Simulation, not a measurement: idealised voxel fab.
The document below concerns the process module designated voxel wiring stack.
In the cross-section labelled cut, the width is 195 nm and each square cell is 5 nm.
A cross-section in this document is a grid of square cells, and it is written down as bands, the top band listed before the ones below it; a band is made up of one or more rows of cells.
What a band's entry tells you: where the top is and where the bottom is, as heights in nm, and after that what lies inside, material by material from left to right, each with its width in nm. Empty space is written as the word "blank", and a single material marked with the word "full width" occupies the band from edge to edge.
Basically, 0 is our baseline, since under it the wafer straight out of the box is all one material. The bottom band has no lower end and keeps on going down, so it looks like "0 and below".
A two-number width, for instance "30->40", indicates that the width is equal to the first number in the top row of the band and to the second number in the bottom row, and that it changes by a constant amount per row of cells.
What does "nothing changed" mean for a step? It means no cell of the cross-section changed in that step.
This entry, "Closed cavity list", enumerates those empty regions of no fewer than 8 cells that possess no open connection to the top. Each region is reported in the form width x height at distance, the distance being taken from the left edge, with all three quantities expressed in nm.
Past the settings on a step's line: simulator remark, on that step.
You can add "overlay nm" to a step's line. For a step with a mask, it describes how far the mask lay to the right of its planned position, and a negative number describes a lay to the left.
## Process steps - plan
| 1 | RECEIVE,material Si |
| 2 | CONFORMAL_DEP,material SiO2,thk nm 15 |
| 3 | CONFORMAL_DEP,material SiCN,thk nm 5 |
| 4 | DIRECTIONAL_DEP,material lowk,thk nm 20 |
| 5 | MASKED_ETCH,tone open,mask id METAL_1,width nm 25,pitch nm 40,etch materials lowk,depth nm 20,overlay nm 0 |
| 6 | MASKED_ETCH,tone open,mask id METAL_1,width nm 25,pitch nm 40,etch materials SiCN,depth nm 5,overlay nm 0 |
| 7 | CONFORMAL_DEP,material TiN,thk nm 5 |
| 8 | FILL_DEP,material Cu,thk nm 10 |
| 9 | CMP,height nm 40 |
| 10 | EPI,material Ru,thk nm 5 |
| 11 | FILL_DEP,material SiCN,thk nm 5 |
| 12 | DIRECTIONAL_DEP,material lowk,thk nm 25 |
| 13 | DIRECTIONAL_DEP,material aC,thk nm 15 |
| 14 | PATTERN,tone open,mask id METAL_2,material resist,width nm 25,pitch nm 40,thk nm 35,overlay nm 0 |
| 15 | DIRECTIONAL_ETCH,etch materials aC,depth nm 15 |
| 16 | STRIP,etch materials resist |
| 17 | DIRECTIONAL_ETCH,etch materials lowk,depth nm 15 |
| 18 | STRIP,etch materials aC |
| 19 | PATTERN,tone open,mask id METAL_2_HOLES,material resist,width nm 15,pitch nm 40,thk nm 20,overlay nm 0 |
| 20 | DIRECTIONAL_ETCH,etch materials lowk,depth nm 10 |
| 21 | DIRECTIONAL_ETCH,etch materials SiCN,depth nm 5 |
| 22 | STRIP,etch materials resist |
| 23 | CONFORMAL_DEP,material TiN,thk nm 5 |
| 24 | FILL_DEP,material Cu,thk nm 10 |
| 25 | CMP,height nm 75 |
| 26 | CONFORMAL_DEP,material SiCN,thk nm 5 |
## Received-state cross-section, reflecting completion of step 1
* 0 and below = Si full width
* Closed cavity list: none
## Wafer at module end, in section. Began as above, planned as above, run with one mistake
* 80 down to 75 = SiCN full width
* 75 down to 65 = lowk 65  TiN 5  Cu 15  TiN 5  lowk 15  TiN 5  Cu 15  TiN 5  lowk 65
* 65 down to 60 = lowk 65  TiN 5  Cu 5  TiN 15  lowk 15  TiN 5  Cu 5  TiN 15  lowk 65
* 60 down to 50 = lowk 65  TiN 5  Cu 5  TiN 5  lowk 25  TiN 5  Cu 5  TiN 5  lowk 75
* 50 down to 45 = SiCN 65  TiN 15  SiCN 25  TiN 15  SiCN 75
* 45 down to 40 = Ru 70  SiCN 15  Ru 25  SiCN 15  Ru 70
* 40 down to 25 = Cu 60  TiN 5  lowk 25  TiN 5  Cu 5  TiN 5  lowk 25  TiN 5  Cu 60
* 25 down to 20 = TiN 65  lowk 25  TiN 15  lowk 25  TiN 65
* 20 down to 15 = SiCN full width
* 15 down to 0 = SiO2 full width
* 0 and below = Si full width
* Closed cavity list: none
Misprocessing identified: step 5 did not happen as planned, as run it was MASKED_ETCH,tone cover,mask id METAL_1,width nm 25,pitch nm 40,etch materials lowk,depth nm 20,overlay nm 0
